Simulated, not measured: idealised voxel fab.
The following process module bears the name voxel transistor to metal.
Cross-sectional view cut (width: 250 nm; square cell size: 5 nm).
How to read a cross-section here: the picture is a grid of square cells, written as bands going from the top down, and any band can span one or more rows of cells. In this notation a band is specified by the heights of its top and bottom, in that order and in nm, after which its materials appear from left to right, each paired with its width in nm. The word "full width" attached to a single material means that material fills the band from edge to edge; the word "blank" stands for empty space. Heads up on the height convention: 0 is the point under which the incoming wafer is all one material, and the lowest band has no bottom, it just keeps going down, like "0 down". A width given as "30 to 40" starts at the first number in the band's top row and ends at the second number in its bottom row, shifting by an equal amount at every step from row to row. Reading "no alteration" for a step: not a cell of the cross-section changed in it. Heads up: "Non-vented voids" only lists the empty pockets with no open path to the top that are 8 cells or more, and it writes them as width x height at distance, distance from the left edge, in nm. Text after the settings on a step's line: the simulator's own remark on that step. When a step includes a mask, the "overlay nm" setting on its line states how far to the right of its planned place that mask lay, and negative values state how far to the left.

## Set out below are the planned steps of the process
1,RECEIVE: material Si
2,CONFORMAL_DEP: material SiO2, thk nm 5
3,CONFORMAL_DEP: material SiN, thk nm 10
4,PATTERN: tone cover, mask id ACTIVE, material resist, width nm 95, pitch nm 125, thk nm 15, overlay nm 0
5,DIRECTIONAL_ETCH: etch materials SiN, depth nm 10
6,DIRECTIONAL_ETCH: etch materials SiO2, depth nm 5
7,DIRECTIONAL_ETCH: etch materials Si, depth nm 25
8,STRIP: etch materials resist
9,FILL_DEP: material SiO2, thk nm 5
10,CMP: height nm 15
11,SELECTIVE_ETCH: etch materials SiO2, depth nm 5
12,STRIP: etch materials SiN
13,SELECTIVE_ETCH: etch materials SiO2, depth nm 5
14,OXIDIZE: depth nm 5
15,DIRECTIONAL_DEP: material polySi, thk nm 25
16,DIRECTIONAL_DEP: material SiCN, thk nm 15
17,PATTERN: tone cover, mask id GATE, material resist, width nm 25, pitch nm 125, thk nm 20, overlay nm 0
18,DIRECTIONAL_ETCH: etch materials SiCN, depth nm 25
19,DIRECTIONAL_ETCH: etch materials polySi, depth nm 35
20,STRIP: etch materials resist
21,CONFORMAL_DEP: material SiO2, thk nm 5
22,DIRECTIONAL_ETCH: etch materials SiO2, depth nm 5
23,CONFORMAL_DEP: material SiN, thk nm 10
24,DIRECTIONAL_ETCH: etch materials SiN, depth nm 10
25,DIRECTIONAL_ETCH: etch materials SiO2, depth nm 5
26,DIRECTIONAL_ETCH: etch materials Si, depth nm 5
27,EPI: material pSi, thk nm 10
28,FILL_DEP: material SiO2, thk nm 10
29,CMP: height nm 40
30,DIRECTIONAL_DEP: material SiO2, thk nm 15
31,DIRECTIONAL_DEP: material aC, thk nm 10
32,PATTERN: tone open, mask id CONTACT, material resist, width nm 25, thk nm 25, overlay nm 0
33,DIRECTIONAL_ETCH: etch materials aC, depth nm 10
34,STRIP: etch materials resist
35,DIRECTIONAL_ETCH: etch materials SiO2, depth nm 50
36,STRIP: etch materials aC
37,CONFORMAL_DEP: material TiN, thk nm 5
38,FILL_DEP: material Ru, thk nm 5
39,CMP: height nm 55
40,DIRECTIONAL_DEP: material TiN, thk nm 5
41,DIRECTIONAL_DEP: material Ru, thk nm 25
42,MASKED_ETCH: tone cover, mask id METAL_1, width nm 15, etch materials Ru, depth nm 25, overlay nm 0
43,MASKED_ETCH: tone cover, mask id METAL_1, width nm 15, etch materials TiN, depth nm 5, overlay nm 0
44,CONFORMAL_DEP: material SiN, thk nm 5
45,FILL_DEP: material lowk, thk nm 10
46,CMP: height nm 85
47,CONFORMAL_DEP: material SiCN, thk nm 5
48,DIRECTIONAL_DEP: material lowk, thk nm 30
49,MASKED_ETCH: tone open, mask id METAL_2, width nm 15, pitch nm 125, etch materials lowk, depth nm 20, overlay nm 0
50,DIRECTIONAL_DEP: material aC, thk nm 15
51,PATTERN: tone open, mask id METAL_2_HOLES, material resist, width nm 15, pitch nm 125, thk nm 30, overlay nm 0
52,DIRECTIONAL_ETCH: etch materials aC, depth nm 15
53,STRIP: etch materials resist
54,DIRECTIONAL_ETCH: etch materials lowk, depth nm 10
55,DIRECTIONAL_ETCH: etch materials SiCN, depth nm 5
56,STRIP: etch materials aC
57,CONFORMAL_DEP: material TiN, thk nm 5
58,FILL_DEP: material Ru, thk nm 5
59,CMP: height nm 120
60,CONFORMAL_DEP: material SiN, thk nm 5
Quick note for whoever runs this: the wafers start identical, but the width nm at step 51 isn't the same across them. The plan just shows what the first wafer had.

## This is how the first of several wafers looked in cross-section when it arrived, which is after step 1
	0 down = Si full width
	Non-vented voids: none

## What follows is a table in which each wafer occupies a row; for the wafer as it stands at the close of the module, the row states, material by material, how many cells have been gained (+) or lost (-) since receipt, and then gives its closed voids
width nm 15, +124 Ru, -106 Si, +74 SiCN, +200 SiN, +336 SiO2, +134 TiN, +414 lowk, +24 pSi, +50 polySi, Non-vented voids: none
width nm 20, +126 Ru, -106 Si, +74 SiCN, +200 SiN, +336 SiO2, +136 TiN, +410 lowk, +24 pSi, +50 polySi, Non-vented voids: none
width nm 25, +128 Ru, -106 Si, +74 SiCN, +200 SiN, +336 SiO2, +138 TiN, +406 lowk, +24 pSi, +50 polySi, Non-vented voids: none
width nm 30, +130 Ru, -106 Si, +74 SiCN, +200 SiN, +336 SiO2, +140 TiN, +402 lowk, +24 pSi, +50 polySi, Non-vented voids: none
